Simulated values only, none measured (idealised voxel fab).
Process module heading - voxel self aligned contacts
The figure presents cross-section cut, which has a width of 250 nm and is divided into square cells with an edge length of 5 nm.
Think of the cross-section as a grid of square cells. We describe it in bands, top to bottom, and each band covers one or more rows of those cells. What a band's entry tells you: where the top is and where the bottom is, as heights in nm, and after that what lies inside, material by material from left to right, each with its width in nm. Empty space is written as the word "blank", and a single material marked with the word "everywhere" occupies the band from edge to edge. Measure heights from 0. That's the level where, below it, the as-received wafer is all one material. The lowest band is bottomless and extends downward; write it as in "z 0 and below". Note: "30 to 40" means the width goes from the first number (top row of the band) to the second number (bottom row) in equal steps per row of cells. "nothing changed" after a step means that no cell of the cross-section changed. Voids not open to the top, 8 cells minimum: see "Non-vented voids". Written width x height at distance; distance is from the left edge; nm. On a step's line, text after the settings is the simulator commenting on that step. overlay nm, on a step with a mask: how far to the right of its planned place the mask lay; to the left if negative.

[Below is the list of planned process steps]
1: RECEIVE [material Si]
2: OXIDIZE [depth nm 5]
3: DIRECTIONAL_DEP [material polySi] [thk nm 30]
4: DIRECTIONAL_DEP [material SiN] [thk nm 15]
5: DIRECTIONAL_DEP [material aC] [thk nm 10]
6: PATTERN [tone cover] [mask id GATE] [material resist] [width nm 30] [pitch nm 55] [thk nm 25] [overlay nm 0]
7: DIRECTIONAL_ETCH [etch materials aC] [depth nm 10]
8: STRIP [etch materials resist]
9: DIRECTIONAL_ETCH [etch materials SiN] [depth nm 15]
10: DIRECTIONAL_ETCH [etch materials polySi] [depth nm 30]
11: STRIP [etch materials aC]
12: CONFORMAL_DEP [material SiN] [thk nm 5]
13: DIRECTIONAL_ETCH [etch materials SiN] [depth nm 5]
14: FILL_DEP [material SiO2] [thk nm 15]
15: CMP [height nm 55]
16: DIRECTIONAL_DEP [material aC] [thk nm 10]
17: PATTERN [tone open] [mask id CONTACT] [material resist] [width nm 35] [pitch nm 55] [thk nm 25] [overlay nm 0]
18: DIRECTIONAL_ETCH [etch materials aC] [depth nm 10]
19: STRIP [etch materials resist]
20: DIRECTIONAL_ETCH [etch materials SiO2] [depth nm 60]
21: STRIP [etch materials aC]
22: CONFORMAL_DEP [material TiN] [thk nm 5]
23: FILL_DEP [material W] [thk nm 10]
24: CMP [height nm 55]
25: CONFORMAL_DEP [material SiCN] [thk nm 5]

[as received, after step 1]
    z 0 and below  Si everywhere
    Non-vented voids: none

[first wafer at the end, as planned]
    z 60 to 55  SiCN everywhere
    z 55 to 45  SiO2 (80)  TiN (5 to 15)  W (25 to 5)  TiN (5 to 15)  SiO2 (20)  TiN (5 to 15)  W (25 to 5)  TiN (5 to 15)  SiO2 (80)
    z 45 to 30  SiO2 (50)  SiN (40)  TiN (5)  W (5)  TiN (5)  SiN (40)  TiN (5)  W (5)  TiN (5)  SiN (40)  SiO2 (50)
    z 30 to 0  SiO2 (50)  SiN (5)  polySi (30)  SiN (5)  TiN (5)  W (5)  TiN (5)  SiN (5)  polySi (30)  SiN (5)  TiN (5)  W (5)  TiN (5)  SiN (5)  polySi (30)  SiN (5)  SiO2 (50)
    z 0 to -5  SiO2 (90)  TiN (15)  SiO2 (40)  TiN (15)  SiO2 (90)
    z -5 and below  Si everywhere
    Non-vented voids: none

[Second of two wafers, module complete, sectioned: it shares the first wafer's start and plan but was run with one mistake]
    z 70 to 65  SiCN everywhere
    z 65 to 60  W everywhere
    z 60 to 55  TiN (85)  W (25)  TiN (30)  W (25)  TiN (85)
    z 55 to 45  SiO2 (80)  TiN (5 to 15)  W (25 to 5)  TiN (5 to 15)  SiO2 (20)  TiN (5 to 15)  W (25 to 5)  TiN (5 to 15)  SiO2 (80)
    z 45 to 30  SiO2 (50)  SiN (40)  TiN (5)  W (5)  TiN (5)  SiN (40)  TiN (5)  W (5)  TiN (5)  SiN (40)  SiO2 (50)
    z 30 to 0  SiO2 (50)  SiN (5)  polySi (30)  SiN (5)  TiN (5)  W (5)  TiN (5)  SiN (5)  polySi (30)  SiN (5)  TiN (5)  W (5)  TiN (5)  SiN (5)  polySi (30)  SiN (5)  SiO2 (50)
    z 0 to -5  SiO2 (90)  TiN (15)  SiO2 (40)  TiN (15)  SiO2 (90)
    z -5 and below  Si everywhere
    Non-vented voids: none
What went wrong in running the wafer? step 24 ran with different settings than intended, the actual operation and settings being CMP [height nm 65]
Wafer comparison, final, in cells, second relative to first, materials more or fewer: +40 TiN, +60 W
